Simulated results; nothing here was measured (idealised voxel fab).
voxel double patterning: a process module
Square cell edge 5 nm, section width 195 nm, ID cut.
Think of the cross-section as a grid of square cells. We describe it in bands, top to bottom, and each band covers one or more rows of those cells. Read a band's entry like this: the first values are the height of its top and the height of its bottom in nm, and what follows is the sequence of materials from left to right, each with its width in nm. Note that "air" is empty space, and that a single material marked "all across" reaches across the band from edge to edge. For the purposes of this specification, 0 denotes the height below which the wafer in its as-received condition is composed wholly of one material, and the lowermost band, lacking a lower limit, extends downward without end, as expressed in "0 down". When a width is written as two numbers, as in "30..40", the first number is the width in the top row of cells of the band and the second is the width in its bottom row, and the width changes by the same amount from each row to the next. Reading "remained the same" for a step: not a cell of the cross-section changed in it. Entry "Sealed-off cavities". Content: empty spaces with no open connection to the top, size 8 cells or greater. Each: width x height at distance. Distance: from left edge. Unit: nm. On each step's line, the part that comes after the settings is the simulator's own comment on the step. overlay nm: mask right of planned place by this much (step with mask). Neg. = left.
Listed below are the process steps as planned
1) op RECEIVE | material Si
2) op CONFORMAL_DEP | material SiN | thk nm 5
3) op DIRECTIONAL_DEP | material SiO2 | thk nm 15
4) op DIRECTIONAL_DEP | material SiCN | thk nm 5
5) op MASKED_ETCH | tone open | mask id FIRST | width nm 15 | pitch nm 50 | etch materials SiCN | depth nm 5 | overlay nm 0
6) op PATTERN | tone open | mask id SECOND | material resist | width nm 15 | pitch nm 50 | thk nm 15 | overlay nm 0
7) op DIRECTIONAL_ETCH | etch materials SiCN | depth nm 5
8) op STRIP | etch materials resist
9) op DIRECTIONAL_ETCH | etch materials SiO2 | depth nm 15
10) op STRIP | etch materials SiCN
Incoming wafer in cross-section (state: after step 1)
  0 down = Si all across
  Sealed-off cavities: none
Final cross-section, module run with one mistake (start and plan as above)
  20 to 5 = air 40 nm | SiO2 15 nm | air 35 nm | SiO2 15 nm | air 35 nm | SiO2 15 nm | air 40 nm
  5 to 0 = SiN all across
  0 down = Si all across
  Sealed-off cavities: none
So what did we get wrong on this run? so step 5 ended up running with a different setting than we planned, it ran as op MASKED_ETCH | tone cover | mask id FIRST | width nm 15 | pitch nm 50 | etch materials SiCN | depth nm 5 | overlay nm 0
